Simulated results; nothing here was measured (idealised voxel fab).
This is a process module. Its name is voxel self aligned vias.
Xsec cut, 250 nm wide, square cell size 5 nm.
Cross-sections here: square-cell grids, written as top-down lists of bands, a band being one or more rows of cells. Band: top height; bottom height; in nm. Then, left to right: material with width in nm, for each material. "everywhere": a single material spanning edge to edge. "empty": empty space. Heads up on the height convention: 0 is the point under which the incoming wafer is all one material, and the lowest band has no bottom, it just keeps going down, like "0 -> down". Think of "30 to 40" as a width that walks from the first number to the second as you go down the band, top row to bottom row, taking equal-sized steps from row to row. A step reported as "nothing was modified" is a step in which no cell of the cross-section changed. Voids not open to the top, 8 cells minimum: see "Trapped cavities". Written width x height at distance; distance is from the left edge; nm. Note: text after step settings on the step line = simulator remark on that step. "overlay nm", when on a step's line for a step with a mask, measures how far to the right of its planned place the mask lay; a negative measure means to the left.
**Below is the list of planned process steps**
| 1 | RECEIVE [material Si] |
| 2 | CONFORMAL_DEP [material SiO2] [thk nm 10] |
| 3 | CONFORMAL_DEP [material SiCN] [thk nm 5] |
| 4 | DIRECTIONAL_DEP [material lowk] [thk nm 30] |
| 5 | DIRECTIONAL_DEP [material aC] [thk nm 10] |
| 6 | PATTERN [tone open] [mask id LINES] [material resist] [width nm 20] [pitch nm 70] [thk nm 25] [overlay nm 0] |
| 7 | DIRECTIONAL_ETCH [etch materials aC] [depth nm 10] |
| 8 | STRIP [etch materials resist] |
| 9 | DIRECTIONAL_ETCH [etch materials lowk] [depth nm 30] |
| 10 | STRIP [etch materials aC] |
| 11 | CONFORMAL_DEP [material TiN] [thk nm 5] |
| 12 | FILL_DEP [material Ru] [thk nm 10] |
| 13 | CMP [height nm 45] |
| 14 | SELECTIVE_ETCH [etch materials W Ru TiN] [depth nm 10] |
| 15 | FILL_DEP [material SiN] [thk nm 10] |
| 16 | CMP [height nm 45] |
| 17 | DIRECTIONAL_DEP [material lowk] [thk nm 15] |
| 18 | DIRECTIONAL_DEP [material aC] [thk nm 10] |
| 19 | PATTERN [tone open] [mask id VIAS] [material resist] [width nm 40] [pitch nm 70] [thk nm 25] [overlay nm 0] |
| 20 | DIRECTIONAL_ETCH [etch materials aC] [depth nm 10] |
| 21 | STRIP [etch materials resist] |
| 22 | DIRECTIONAL_ETCH [etch materials lowk] [depth nm 15] |
| 23 | DIRECTIONAL_ETCH [etch materials SiN] [depth nm 10] |
| 24 | STRIP [etch materials aC] |
| 25 | CONFORMAL_DEP [material TiN] [thk nm 5] |
| 26 | FILL_DEP [material Ru] [thk nm 5] |
| 27 | CMP [height nm 60] |
| 28 | CONFORMAL_DEP [material SiCN] [thk nm 5] |
**Shown in cross-section is the wafer as received, that is, as it stands after step 1**
> 0 -> down | Si everywhere
> Trapped cavities: none
**First of two wafers at the end of the module, shown in cross-section; run carried out as planned**
> 65 -> 60 | SiCN everywhere
> 60 -> 50 | lowk (70); TiN (5); Ru (30); TiN (5); lowk (30); TiN (5); Ru (30); TiN (5); lowk (70)
> 50 -> 40 | lowk (70 to 80); TiN (15 to 5); Ru (10); TiN (15 to 5); lowk (30 to 50); TiN (15 to 5); Ru (10); TiN (15 to 5); lowk (70 to 80)
> 40 -> 35 | lowk (80); TiN (20); lowk (50); TiN (20); lowk (80)
> 35 -> 20 | lowk (80); TiN (5); Ru (10); TiN (5); lowk (50); TiN (5); Ru (10); TiN (5); lowk (80)
> 20 -> 15 | lowk (80); TiN (20); lowk (50); TiN (20); lowk (80)
> 15 -> 10 | SiCN everywhere
> 10 -> 0 | SiO2 everywhere
> 0 -> down | Si everywhere
> Trapped cavities: none
**Wafer two, sectioned after the module: the first wafer's start, the first wafer's plan, and one mistake in how it was run**
> 65 -> 60 | SiCN everywhere
> 60 -> 55 | SiN (70); TiN (5); Ru (30); TiN (5); SiN (30); TiN (5); Ru (30); TiN (5); SiN (70)
> 55 -> 50 | SiN (70); TiN (40); SiN (30); TiN (40); SiN (70)
> 50 -> 45 | SiN everywhere
> 45 -> 35 | lowk (80); SiN (20); lowk (50); SiN (20); lowk (80)
> 35 -> 20 | lowk (80); TiN (5); Ru (10); TiN (5); lowk (50); TiN (5); Ru (10); TiN (5); lowk (80)
> 20 -> 15 | lowk (80); TiN (20); lowk (50); TiN (20); lowk (80)
> 15 -> 10 | SiCN everywhere
> 10 -> 0 | SiO2 everywhere
> 0 -> down | Si everywhere
> Trapped cavities: none
Want to know what went wrong? step 17 was processed under conditions differing from the plan, specifically as DIRECTIONAL_DEP [material SiN] [thk nm 15]
Per the end-of-run cell counts, the second wafer holds more or fewer of some materials than the first: -20 Ru | +134 SiN | -12 TiN | -102 lowk
